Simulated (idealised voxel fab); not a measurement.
The following process module bears the name voxel gate over fins.
For reference, the cross-section in this document is cut, with width 280 nm and square cells of 5 nm.
A cross-section is written here as square cells arranged in a grid, and it is given in bands from the top down, each band taking up one or more rows of cells. The entry gives the band's vertical extent as a top height and a bottom height in nm, then its horizontal make-up as materials from left to right, each with a width in nm. "air" stands for empty space; a single material marked "full width" fills the band edge to edge. For the purposes of this specification, 0 denotes the height below which the wafer in its as-received condition is composed wholly of one material, and the lowermost band, lacking a lower limit, extends downward without end, as expressed in "0 -> down". You'd read "30 to 40" like this: the band's top row of cells is as wide as the first number, its bottom row is as wide as the second, and going down, every row changes width by the same amount as the row before did. For the purposes of this document, the phrase "everything unchanged" attached to a step denotes that no cell within the cross-section was modified by that step. You'll see "Fully sealed voids" listing empty spaces that have no way open to the top, as long as they're 8 cells or more; the notation is width x height at distance, where the distance is from the left edge, and all of it is in nm. Anything after a step's settings on that line? It's the simulator's own note about the step. "overlay nm" on a masked step: distance the mask lay right of its planned place, negative for left.

The process steps that were planned are listed below:
1 RECEIVE,material Si
2 CONFORMAL_DEP,material SiN,thk nm 10
3 PATTERN,tone cover,mask id FINS,material resist,width nm 15,pitch nm 45,thk nm 20,overlay nm 0
4 DIRECTIONAL_ETCH,etch materials SiN,depth nm 10
5 DIRECTIONAL_ETCH,etch materials Si,depth nm 35
6 STRIP,etch materials resist
7 OXIDIZE,depth nm 5
8 FILL_DEP,material SiO2,thk nm 10
9 CMP,height nm 10
10 SELECTIVE_ETCH,etch materials SiO2,depth nm 20
11 STRIP,etch materials SiN
12 CONFORMAL_DEP,material HfO2,thk nm 5
13 CONFORMAL_DEP,material TiN,thk nm 5
14 CONFORMAL_DEP,material TiAl,thk nm 5
15 CONFORMAL_DEP,material TiN,thk nm 5
16 FILL_DEP,material W,thk nm 10
17 CMP,height nm 25
18 CONFORMAL_DEP,material SiN,thk nm 10

Cross-section, incoming material, after step 1:
* 0 -> down | Si full width
* Fully sealed voids: none

Final cross-section, module run with one mistake (start and plan as above):
* 35 -> 25 | SiN full width
* 25 -> 20 | W 85; TiN 5; TiAl 100; TiN 5; W 85
* 20 -> 15 | TiN 90; TiAl 5; TiN 90; TiAl 5; TiN 90
* 15 -> 10 | TiAl 95; TiN 5; HfO2 35; TiN 10; HfO2 35; TiN 5; TiAl 95
* 10 -> 5 | TiN 100; HfO2 35; TiN 10; HfO2 35; TiN 100
* 5 -> 0 | HfO2 full width
* 0 -> -10 | HfO2 115; Si 5; HfO2 40; Si 5; HfO2 115
* -10 -> -40 | SiO2 115; Si 5; SiO2 40; Si 5; SiO2 115
* -40 -> down | Si full width
* Fully sealed voids: none
Plan not followed: contrary to plan, step 12 was performed as CONFORMAL_DEP,material HfO2,thk nm 15
